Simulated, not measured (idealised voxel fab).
The following process module bears the name voxel wiring stack.
We display cut, a cross-section 190 nm in width whose square cells are each 5 nm.
For the purposes of this document, a cross-section shall be understood as a grid of square cells, specified as bands listed in top-to-bottom order, each band consisting of one or more rows of cells. Band entry format. Leading values: height of top, height of bottom, nm. Remainder: materials in left-to-right order, each with its width in nm. Special words: "everywhere" on a single material, which then fills the band edge to edge; "air", empty space. Heights are reckoned from 0. Under this level, the received wafer is all of one material. The bottommost band is open-ended downward, for example "z 0 and below". You'd read "30..40" like this: the band's top row of cells is as wide as the first number, its bottom row is as wide as the second, and going down, every row changes width by the same amount as the row before did. What does "no change occurred" mean for a step? It means no cell of the cross-section changed in that step. "Tabulated closed voids" enumerates empty spaces isolated from the top, with no open way to it, that contain at least 8 cells, giving each as width x height at distance from the left edge, all three in nm. What comes after the settings on a step's line is commentary from the simulator itself on that step. You can add "overlay nm" to a step's line. For a step with a mask, it describes how far the mask lay to the right of its planned position, and a negative number describes a lay to the left.

Planned step list for the process:
| 1 | RECEIVE: material Si |
| 2 | CONFORMAL_DEP: material SiO2, thk nm 10 |
| 3 | CONFORMAL_DEP: material SiCN, thk nm 5 |
| 4 | DIRECTIONAL_DEP: material lowk, thk nm 25 |
| 5 | DIRECTIONAL_DEP: material aC, thk nm 15 |
| 6 | PATTERN: tone open, mask id METAL_1, material resist, width nm 20, pitch nm 40, thk nm 35, overlay nm 0 |
| 7 | DIRECTIONAL_ETCH: etch materials aC, depth nm 15 |
| 8 | STRIP: etch materials resist |
| 9 | DIRECTIONAL_ETCH: etch materials lowk, depth nm 25 |
| 10 | DIRECTIONAL_ETCH: etch materials SiCN, depth nm 5 |
| 11 | STRIP: etch materials aC |
| 12 | CONFORMAL_DEP: material TiN, thk nm 5 |
| 13 | FILL_DEP: material Ru, thk nm 5 |
| 14 | CMP: height nm 40 |
| 15 | CONFORMAL_DEP: material SiCN, thk nm 5 |
| 16 | DIRECTIONAL_DEP: material lowk, thk nm 15 |
| 17 | DIRECTIONAL_DEP: material aC, thk nm 15 |
| 18 | PATTERN: tone open, mask id PLUG_1, material resist, width nm 15, pitch nm 40, thk nm 35, overlay nm 0 |
| 19 | DIRECTIONAL_ETCH: etch materials aC, depth nm 15 |
| 20 | STRIP: etch materials resist |
| 21 | DIRECTIONAL_ETCH: etch materials lowk, depth nm 15 |
| 22 | DIRECTIONAL_ETCH: etch materials SiCN, depth nm 5 |
| 23 | STRIP: etch materials aC |
| 24 | EPI: material Ru, thk nm 10 |
| 25 | EPI: material Ru, thk nm 10 |
| 26 | CONFORMAL_DEP: material SiN, thk nm 5 |
| 27 | DIRECTIONAL_DEP: material SiO2, thk nm 15 |
| 28 | MASKED_ETCH: tone open, mask id METAL_2, width nm 20, pitch nm 40, etch materials SiO2, depth nm 15, overlay nm 0 |
| 29 | MASKED_ETCH: tone open, mask id METAL_2, width nm 20, pitch nm 40, etch materials SiN, depth nm 5, overlay nm 0 |
| 30 | CONFORMAL_DEP: material TiN, thk nm 5 |
| 31 | FILL_DEP: material W, thk nm 10 |
| 32 | CMP: height nm 80 |
| 33 | CONFORMAL_DEP: material SiN, thk nm 5 |
Variable across wafers: step 18 width nm (plan value is that of the first wafer; starting state common to all).

First of several wafers (as received, post step 1), cross-sectional view:
	z 0 and below  Si everywhere
	Tabulated closed voids: none

End of module: cross-section of the first of several wafers after step 33, the last step:
	z 85 to 80  SiN everywhere
	z 80 to 65  SiO2 25, then TiN 5, then W 10, then TiN 5, then SiO2 20, then TiN 5, then W 10, then TiN 5, then SiO2 20, then TiN 5, then W 10, then TiN 5, then SiO2 20, then TiN 5, then W 10, then TiN 5, then SiO2 25
	z 65 to 60  SiN 25, then TiN 20, then SiN 20, then TiN 20, then SiN 20, then TiN 20, then SiN 20, then TiN 20, then SiN 25
	z 60 to 45  lowk 25, then Ru 15, then lowk 25, then Ru 15, then lowk 25, then Ru 15, then lowk 25, then Ru 15, then lowk 30
	z 45 to 40  SiCN 25, then Ru 15, then SiCN 25, then Ru 15, then SiCN 25, then Ru 15, then SiCN 25, then Ru 15, then SiCN 30
	z 40 to 15  lowk 25, then TiN 5, then Ru 10, then TiN 5, then lowk 20, then TiN 5, then Ru 10, then TiN 5, then lowk 20, then TiN 5, then Ru 10, then TiN 5, then lowk 20, then TiN 5, then Ru 10, then TiN 5, then lowk 25
	z 15 to 10  SiCN 25, then TiN 20, then SiCN 20, then TiN 20, then SiCN 20, then TiN 20, then SiCN 20, then TiN 20, then SiCN 25
	z 10 to 0  SiO2 everywhere
	z 0 and below  Si everywhere
	Tabulated closed voids: none

Last wafer, end of module, cross-section:
	z 85 to 80  SiN everywhere
	z 80 to 65  SiO2 25, then TiN 5, then W 10, then TiN 5, then SiO2 20, then TiN 5, then W 10, then TiN 5, then SiO2 20, then TiN 5, then W 10, then TiN 5, then SiO2 20, then TiN 5, then W 10, then TiN 5, then SiO2 25
	z 65 to 60  SiN 25, then TiN 20, then SiN 20, then TiN 20, then SiN 20, then TiN 20, then SiN 20, then TiN 20, then SiN 25
	z 60 to 45  lowk 20, then Ru 25, then lowk 15, then Ru 25, then lowk 15, then Ru 25, then lowk 15, then Ru 25, then lowk 25
	z 45 to 40  SiCN 20, then Ru 25, then SiCN 15, then Ru 25, then SiCN 15, then Ru 25, then SiCN 15, then Ru 25, then SiCN 25
	z 40 to 15  lowk 25, then TiN 5, then Ru 10, then TiN 5, then lowk 20, then TiN 5, then Ru 10, then TiN 5, then lowk 20, then TiN 5, then Ru 10, then TiN 5, then lowk 20, then TiN 5, then Ru 10, then TiN 5, then lowk 25
	z 15 to 10  SiCN 25, then TiN 20, then SiCN 20, then TiN 20, then SiCN 20, then TiN 20, then SiCN 20, then TiN 20, then SiCN 25
	z 10 to 0  SiO2 everywhere
	z 0 and below  Si everywhere
	Tabulated closed voids: none

The table below has one row for each wafer; a row shows, as of the end of the module, how many cells of each material the wafer has gained, marked (+), or lost, marked (-), since it was received, and then the wafer's closed voids:
width nm 15 | +88 Ru | +48 SiCN | +60 SiN | +142 SiO2 | +96 TiN | +24 W | +188 lowk | Tabulated closed voids: none
width nm 20 | +104 Ru | +44 SiCN | +60 SiN | +142 SiO2 | +96 TiN | +24 W | +176 lowk | Tabulated closed voids: none
width nm 25 | +120 Ru | +40 SiCN | +60 SiN | +142 SiO2 | +96 TiN | +24 W | +164 lowk | Tabulated closed voids: none
